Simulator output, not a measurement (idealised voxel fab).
Process module name: voxel transistor to metal
We display cut, a cross-section 165 nm in width whose square cells are each 5 nm.
How to read a cross-section here: the picture is a grid of square cells, written as bands going from the top down, and any band can span one or more rows of cells.
Heads up on the band format: heights come first, top then bottom, in nm. After that it's the materials left to right, each with its width in nm. A single material flagged "everywhere" fills the whole band edge to edge, and "empty" means there's empty space there.
The reference from which all heights are counted is 0, the level beneath which the as-received wafer is entirely one material; the lowest band, having no lower bound, proceeds downward and is written after the example "0..down".
Per-row width for "30->40": begins at first number (top row of band), ends at second number (bottom row), increment between rows held constant.
What does "nothing got changed" mean for a step? It means no cell of the cross-section changed in that step.
What "Catalogued sealed voids" gives you is every empty space of 8 cells or more that is cut off from the top. Each appears as width x height at distance, with the distance taken from the left edge and width, height and distance all in nm.
Post-settings text on a step line: simulator's own remark regarding the step.
overlay nm: mask right of planned place by this much (step with mask). Neg. = left.

## The steps planned for the process are as follows
1 RECEIVE with material Si
2 CONFORMAL_DEP with material SiO2, thk nm 5
3 CONFORMAL_DEP with material SiN, thk nm 10
4 PATTERN with tone cover, mask id ACTIVE, material resist, width nm 105, thk nm 15, overlay nm 0
5 DIRECTIONAL_ETCH with etch materials SiN, depth nm 10
6 DIRECTIONAL_ETCH with etch materials SiO2, depth nm 5
7 DIRECTIONAL_ETCH with etch materials Si, depth nm 20
8 STRIP with etch materials resist
9 FILL_DEP with material SiO2, thk nm 10
10 CMP with height nm 15
11 SELECTIVE_ETCH with etch materials SiO2, depth nm 5
12 STRIP with etch materials SiN
13 SELECTIVE_ETCH with etch materials SiO2, depth nm 5
14 OXIDIZE with depth nm 5
15 DIRECTIONAL_DEP with material polySi, thk nm 25
16 DIRECTIONAL_DEP with material SiCN, thk nm 10
17 DIRECTIONAL_DEP with material aC, thk nm 15
18 PATTERN with tone cover, mask id GATE, material resist, width nm 15, thk nm 30, overlay nm 0
19 DIRECTIONAL_ETCH with etch materials aC, depth nm 15
20 STRIP with etch materials resist
21 DIRECTIONAL_ETCH with etch materials SiCN, depth nm 20
22 DIRECTIONAL_ETCH with etch materials polySi, depth nm 35
23 STRIP with etch materials aC
24 CONFORMAL_DEP with material SiO2, thk nm 5
25 DIRECTIONAL_ETCH with etch materials SiO2, depth nm 5
26 CONFORMAL_DEP with material SiN, thk nm 5
27 DIRECTIONAL_ETCH with etch materials SiN, depth nm 5
28 DIRECTIONAL_ETCH with etch materials SiO2, depth nm 5
29 EPI with material SiGe, thk nm 5
30 FILL_DEP with material SiO2, thk nm 10
31 CMP with height nm 35
32 DIRECTIONAL_DEP with material SiO2, thk nm 10
33 PATTERN with tone open, mask id CONTACT, material resist, width nm 20, pitch nm 65, thk nm 20, overlay nm -15
34 DIRECTIONAL_ETCH with etch materials SiO2, depth nm 45
35 STRIP with etch materials resist
36 CONFORMAL_DEP with material TiN, thk nm 5
37 FILL_DEP with material Ru, thk nm 5
38 CMP with height nm 45
39 DIRECTIONAL_DEP with material TiN, thk nm 5
40 DIRECTIONAL_DEP with material W, thk nm 20
41 MASKED_ETCH with tone cover, mask id METAL_1, width nm 20, pitch nm 65, etch materials W, depth nm 20, overlay nm 0
42 MASKED_ETCH with tone cover, mask id METAL_1, width nm 20, pitch nm 65, etch materials TiN, depth nm 5, overlay nm 0
43 CONFORMAL_DEP with material SiCN, thk nm 5
44 FILL_DEP with material lowk, thk nm 10
45 CMP with height nm 70
46 CONFORMAL_DEP with material SiN, thk nm 5
Heads up: all these wafers start the same, and what changes between them is the overlay nm in step 33. The value you see in the plan is just what the first wafer got.

## First wafer of several, as received: cross-section after step 1
	0..down | Si everywhere
	Catalogued sealed voids: none

## Cross-sectional representation of the first of several wafers at the end of the module, i.e. after its terminal step, step 46
	75..70 | SiN everywhere
	70..50 | lowk (35), SiCN (5), W (20), SiCN (5), lowk (35), SiCN (5), W (20), SiCN (5), lowk (35)
	50..45 | SiCN (40), TiN (20), SiCN (45), TiN (20), SiCN (40)
	45..40 | SiO2 (25), TiN (5), Ru (10), TiN (5), SiO2 (45), TiN (5), Ru (10), TiN (5), SiO2 (55)
	40..35 | SiO2 (25), TiN (5), Ru (10), TiN (5), SiO2 (45), TiN (20), SiO2 (55)
	35..25 | SiO2 (25), TiN (5), Ru (10), TiN (5), SiO2 (20), SiN (5), SiO2 (5), SiCN (15), TiN (5), SiN (5), TiN (10), SiO2 (55)
	25..10 | SiO2 (25), TiN (5), Ru (10), TiN (5), SiO2 (20), SiN (5), SiO2 (5), polySi (15), TiN (5), SiN (5), TiN (10), SiO2 (55)
	10..5 | SiO2 (25), TiN (20), SiO2 (20), SiN (5), SiO2 (5), polySi (15), TiN (5), SiN (5), TiN (10), SiO2 (55)
	5..0 | SiO2 (25), TiN (5), SiN (5), TiN (10), SiO2 (20), SiN (5), SiO2 (5), polySi (15), TiN (5), SiN (5), TiN (10), SiO2 (20), SiN (5), SiO2 (30)
	0..-5 | SiO2 (35), SiGe (30), SiO2 (35), SiGe (30), SiO2 (35)
	-5..-20 | SiO2 (30), Si (105), SiO2 (30)
	-20..down | Si everywhere
	Catalogued sealed voids: none

## Here's the last wafer cross-sectioned at the end of the module
	75..70 | SiN everywhere
	70..50 | lowk (35), SiCN (5), W (20), SiCN (5), lowk (35), SiCN (5), W (20), SiCN (5), lowk (35)
	50..45 | SiCN (40), TiN (20), SiCN (45), TiN (20), SiCN (40)
	45..40 | SiO2 (55), TiN (5), Ru (10), TiN (5), SiO2 (45), TiN (5), Ru (10), TiN (5), SiO2 (25)
	40..35 | SiO2 (55), TiN (20), SiO2 (45), TiN (5), Ru (10), TiN (5), SiO2 (25)
	35..25 | SiO2 (55), TiN (10), SiN (5), TiN (5), SiCN (15), SiO2 (5), SiN (5), SiO2 (20), TiN (5), Ru (10), TiN (5), SiO2 (25)
	25..10 | SiO2 (55), TiN (10), SiN (5), TiN (5), polySi (15), SiO2 (5), SiN (5), SiO2 (20), TiN (5), Ru (10), TiN (5), SiO2 (25)
	10..5 | SiO2 (55), TiN (10), SiN (5), TiN (5), polySi (15), SiO2 (5), SiN (5), SiO2 (20), TiN (20), SiO2 (25)
	5..0 | SiO2 (30), SiN (5), SiO2 (20), TiN (10), SiN (5), TiN (5), polySi (15), SiO2 (5), SiN (5), SiO2 (20), TiN (10), SiN (5), TiN (5), SiO2 (25)
	0..-5 | SiO2 (35), SiGe (30), SiO2 (35), SiGe (30), SiO2 (35)
	-5..-20 | SiO2 (30), Si (105), SiO2 (30)
	-20..down | Si everywhere
	Catalogued sealed voids: none

## Gained (+) or lost (-) cells of each material since receipt, then closed voids: one row per wafer, at the end of the module
overlay nm -15; +16 Ru; -69 Si; +47 SiCN; +12 SiGe; +49 SiN; +253 SiO2; +56 TiN; +32 W; +84 lowk; +15 polySi; Catalogued sealed voids: none
overlay nm -10; +24 Ru; -69 Si; +47 SiCN; +12 SiGe; +49 SiN; +253 SiO2; +48 TiN; +32 W; +84 lowk; +15 polySi; Catalogued sealed voids: none
overlay nm -5; +32 Ru; -69 Si; +47 SiCN; +12 SiGe; +49 SiN; +245 SiO2; +48 TiN; +32 W; +84 lowk; +15 polySi; Catalogued sealed voids: none
overlay nm 0; +32 Ru; -69 Si; +47 SiCN; +12 SiGe; +49 SiN; +245 SiO2; +48 TiN; +32 W; +84 lowk; +15 polySi; Catalogued sealed voids: none
overlay nm 5; +32 Ru; -69 Si; +47 SiCN; +12 SiGe; +49 SiN; +245 SiO2; +48 TiN; +32 W; +84 lowk; +15 polySi; Catalogued sealed voids: none
overlay nm 10; +24 Ru; -69 Si; +47 SiCN; +12 SiGe; +49 SiN; +253 SiO2; +48 TiN; +32 W; +84 lowk; +15 polySi; Catalogued sealed voids: none
overlay nm 15; +16 Ru; -69 Si; +47 SiCN; +12 SiGe; +49 SiN; +253 SiO2; +56 TiN; +32 W; +84 lowk; +15 polySi; Catalogued sealed voids: none
